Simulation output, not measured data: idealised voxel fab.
Process module name: voxel capacitor over wiring
We display cut, a cross-section 195 nm in width whose square cells are each 5 nm.
Cross-section spec: square-cell grid; bands listed top down; each band is one or more rows.
What a band's entry tells you: where the top is and where the bottom is, as heights in nm, and after that what lies inside, material by material from left to right, each with its width in nm. Empty space is written as the word "empty", and a single material marked with the word "edge to edge" occupies the band from edge to edge.
Heads up on the height convention: 0 is the point under which the incoming wafer is all one material, and the lowest band has no bottom, it just keeps going down, like "0 nm and below".
Width "30->40": first value at the band's top row of cells, second value at its bottom row, equal change from row to row.
Where a step carries "no modifications", the cross-section came out of it unchanged, cell for cell.
Empty spaces counting at least 8 cells and having no open way to the top are listed in "Completely enclosed voids". The notation width x height at distance is used for each, the distance being from the left edge and all three values in nm.
That trailing text on a step's line, after the settings, is the simulator's own remark on the step.
Regarding "overlay nm": on a step with a mask, it is the distance the mask lay to the right of its planned place; a negative value places it to the left.
List of planned process steps:
step 1: RECEIVE,material Si
step 2: CONFORMAL_DEP,material SiO2,thk nm 15
step 3: DIRECTIONAL_DEP,material TiN,thk nm 5
step 4: DIRECTIONAL_DEP,material W,thk nm 25
step 5: MASKED_ETCH,tone cover,mask id METAL_1,width nm 25,pitch nm 80,etch materials W,depth nm 25,overlay nm 0
step 6: MASKED_ETCH,tone cover,mask id METAL_1,width nm 25,pitch nm 80,etch materials TiN,depth nm 5,overlay nm 0
step 7: FILL_DEP,material SiO2,thk nm 10
step 8: CMP,height nm 45
step 9: CONFORMAL_DEP,material SiCN,thk nm 5
step 10: DIRECTIONAL_DEP,material SiO2,thk nm 20
step 11: PATTERN,tone open,mask id PLUG_1,material resist,width nm 15,thk nm 20,overlay nm 0
step 12: DIRECTIONAL_ETCH,etch materials SiO2,depth nm 20
step 13: DIRECTIONAL_ETCH,etch materials SiCN,depth nm 5
step 14: STRIP,etch materials resist
step 15: EPI,material Ru,thk nm 10
step 16: EPI,material Ru,thk nm 10
step 17: EPI,material Ru,thk nm 5
step 18: DIRECTIONAL_DEP,material TiN,thk nm 10
step 19: DIRECTIONAL_DEP,material Al2O3,thk nm 5
step 20: DIRECTIONAL_DEP,material TiN,thk nm 5
step 21: PATTERN,tone cover,mask id UPPER_PLATE,material resist,width nm 60,thk nm 15,overlay nm 0
step 22: DIRECTIONAL_ETCH,etch materials TiN,depth nm 5
step 23: DIRECTIONAL_ETCH,etch materials Al2O3,depth nm 5
step 24: STRIP,etch materials resist
step 25: MASKED_ETCH,tone cover,mask id LOWER_PLATE,width nm 70,etch materials TiN,depth nm 10,overlay nm 0
step 26: FILL_DEP,material SiO2,thk nm 15
step 27: CMP,height nm 100
step 28: PATTERN,tone open,mask id PLUG_2,material resist,width nm 15,thk nm 15,overlay nm 0
step 29: DIRECTIONAL_ETCH,etch materials SiO2,depth nm 10
step 30: STRIP,etch materials resist
step 31: CONFORMAL_DEP,material TiN,thk nm 5
step 32: FILL_DEP,material Ru,thk nm 10
step 33: CMP,height nm 100
step 34: CONFORMAL_DEP,material SiCN,thk nm 5
Where the wafers of this document differ is in the width nm of step 28; they start out the same, and the plan states the value that applied to the first wafer.
First of several wafers, received after step 1, in cross-section:
	0 nm and below | Si edge to edge
	Completely enclosed voids: none
Gained (+) or lost (-) cells of each material since receipt, then closed voids: one row per wafer, at the end of the module:
width nm 15, +12 Al2O3, +16 Ru, +75 SiCN, +611 SiO2, +55 TiN, +50 W, Completely enclosed voids: none
width nm 20, +12 Al2O3, +17 Ru, +75 SiCN, +609 SiO2, +56 TiN, +50 W, Completely enclosed voids: none
width nm 25, +12 Al2O3, +18 Ru, +75 SiCN, +607 SiO2, +57 TiN, +50 W, Completely enclosed voids: none
width nm 30, +12 Al2O3, +19 Ru, +75 SiCN, +605 SiO2, +58 TiN, +50 W, Completely enclosed voids: none
